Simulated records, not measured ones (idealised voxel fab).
This section sets out a process module, namely voxel capacitor over wiring.
FYI the section here is cut, 190 nm wide, cells are 5 nm squares.
The cross-sections in this document take the form of a grid made of square cells. They are written out as bands, in order from top to bottom. Each band consists of one or more rows of cells. Heights first: top, then bottom, in nm. Then materials, left to right, each with a width in nm. "throughout" on a single material: fills the band edge to edge. "blank": empty space. It should be noted that heights are counted from 0, beneath which the wafer as supplied is of one material throughout, and that the lowest band possesses no lower boundary but continues downward, as written in "0 down". A width such as "30 to 40" changes by the same amount from each row of cells to the next, from the band's top row to its bottom row. "no alterations made" -> step changed no cross-section cell. Entry "Closed void entries" = empty spaces >= 8 cells with no open way to the top; each as width x height at distance, distance from left edge, all nm. On each step's line, the part that comes after the settings is the simulator's own comment on the step. overlay nm: where the mask lay relative to plan, measured to the right, on steps with a mask; negatives go left.

### Process steps - plan
1) RECEIVE, material Si
2) CONFORMAL_DEP, material SiO2, thk nm 10
3) CONFORMAL_DEP, material SiCN, thk nm 5
4) DIRECTIONAL_DEP, material SiO2, thk nm 20
5) MASKED_ETCH, tone open, mask id METAL_1, width nm 25, pitch nm 75, etch materials SiO2, depth nm 20, overlay nm 0
6) MASKED_ETCH, tone open, mask id METAL_1, width nm 25, pitch nm 75, etch materials SiCN, depth nm 5, overlay nm 0
7) CONFORMAL_DEP, material TiN, thk nm 5
8) FILL_DEP, material Ru, thk nm 10
9) CMP, height nm 35
10) CONFORMAL_DEP, material SiCN, thk nm 5
11) DIRECTIONAL_DEP, material SiO2, thk nm 20
12) PATTERN, tone open, mask id PLUG_1, material resist, width nm 15, thk nm 15, overlay nm 0
13) DIRECTIONAL_ETCH, etch materials SiO2, depth nm 20
14) DIRECTIONAL_ETCH, etch materials SiCN, depth nm 5
15) STRIP, etch materials resist
16) EPI, material Ru, thk nm 10
17) EPI, material Ru, thk nm 10
18) EPI, material Ru, thk nm 5
19) DIRECTIONAL_DEP, material TiN, thk nm 5
20) DIRECTIONAL_DEP, material SiN, thk nm 5
21) DIRECTIONAL_DEP, material TiN, thk nm 10
22) DIRECTIONAL_DEP, material aC, thk nm 10
23) PATTERN, tone cover, mask id UPPER_PLATE, material resist, width nm 55, thk nm 30, overlay nm 0
24) DIRECTIONAL_ETCH, etch materials aC, depth nm 10
25) STRIP, etch materials resist
26) DIRECTIONAL_ETCH, etch materials TiN, depth nm 10
27) DIRECTIONAL_ETCH, etch materials SiN, depth nm 5
28) STRIP, etch materials aC
29) DIRECTIONAL_DEP, material aC, thk nm 10
30) PATTERN, tone cover, mask id LOWER_PLATE, material resist, width nm 65, thk nm 30, overlay nm 0
31) DIRECTIONAL_ETCH, etch materials aC, depth nm 10
32) STRIP, etch materials resist
33) DIRECTIONAL_ETCH, etch materials TiN, depth nm 5
34) STRIP, etch materials aC
35) FILL_DEP, material SiO2, thk nm 20
36) CMP, height nm 95
37) MASKED_ETCH, tone open, mask id PLUG_2, width nm 15, etch materials SiO2, depth nm 15, overlay nm 0
38) CONFORMAL_DEP, material TiN, thk nm 5
39) FILL_DEP, material Ru, thk nm 5
40) CMP, height nm 95
41) CONFORMAL_DEP, material SiN, thk nm 5

### Received-state cross-section, reflecting completion of step 1
    0 down  Si throughout
    Closed void entries: none

### Post-module cross-section: identical start and plan to those above, one misstep in execution
    100 to 95  SiO2 throughout
    95 to 85  65 nm SiO2, then 5 nm TiN, then 5 nm Ru, then 5 nm TiN, then 110 nm SiO2
    85 to 80  65 nm SiO2, then 15 nm TiN, then 110 nm SiO2
    80 to 70  55 nm SiO2, then 55 nm TiN, then 80 nm SiO2
    70 to 65  55 nm SiO2, then 55 nm SiN, then 80 nm SiO2
    65 to 60  50 nm SiO2, then 65 nm TiN, then 75 nm SiO2
    60 to 40  55 nm SiO2, then 15 nm Ru, then 120 nm SiO2
    40 to 35  55 nm SiCN, then 15 nm Ru, then 120 nm SiCN
    35 to 15  45 nm SiO2, then 5 nm TiN, then 15 nm Ru, then 5 nm TiN, then 50 nm SiO2, then 5 nm TiN, then 15 nm Ru, then 5 nm TiN, then 45 nm SiO2
    15 to 10  45 nm SiCN, then 25 nm TiN, then 50 nm SiCN, then 25 nm TiN, then 45 nm SiCN
    10 to 0  SiO2 throughout
    0 down  Si throughout
    Closed void entries: none
Against the plan, the run slipped here: in deviation from the planned setting, step 41 was conducted as CONFORMAL_DEP, material SiO2, thk nm 5
